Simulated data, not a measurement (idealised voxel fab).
process module | voxel released beams
cross-section cut | 205 nm wide | cells 5 nm
A cross-section is a grid of square cells, given in bands from the top down. A band is one or more rows of cells.
Each band's line starts with the height of the band's top and of its bottom, in nm. Then come its materials from left to right, each with its width in nm. One material with "throughout" fills the band from edge to edge. "air" is empty space.
Height 0 is the level under which the wafer as received is all one material. The lowest band goes on downwards, as in "0 down".
A width such as "30 to 40" changes by the same amount from each row of cells to the next, from the band's top row to its bottom row.
"no change" after a step means that no cell of the cross-section changed.
closed voids: empty space of 8 cells or more with no open way to the top, each as width x height at its distance from the left edge, in nm
after a step's settings: what the simulator itself notes on the step
overlay nm, on a step with a mask: how far to the right of its planned place the mask lay; to the left if negative
plan
1 op RECEIVE | material Si
2 op CONFORMAL_DEP | material SiN | thk nm 10
3 op DIRECTIONAL_DEP | material SiO2 | thk nm 15
4 op DIRECTIONAL_DEP | material aC | thk nm 10
5 op PATTERN | tone open | mask id ANCHOR | material resist | width nm 35 | thk nm 25 | overlay nm 0
6 op DIRECTIONAL_ETCH | etch materials aC | depth nm 10
7 op STRIP | etch materials resist
8 op DIRECTIONAL_ETCH | etch materials SiO2 | depth nm 15
9 op STRIP | etch materials aC
10 op CONFORMAL_DEP | material TiN | thk nm 15
11 op MASKED_ETCH | tone cover | mask id BEAM | width nm 80 | etch materials TiN | depth nm 15 | overlay nm 0
12 op STRIP | etch materials SiO2
as received, after step 1
  0 down: Si throughout
  closed voids: none
a wafer at the end: this start, this plan, one mistake
  40 to 25: air 60 | TiN 80 | air 65
  25 to 15: SiN throughout
  15 to 0: SiO2 throughout
  0 down: Si throughout
  closed voids: none
what went wrong: steps 2 and 3 were swapped
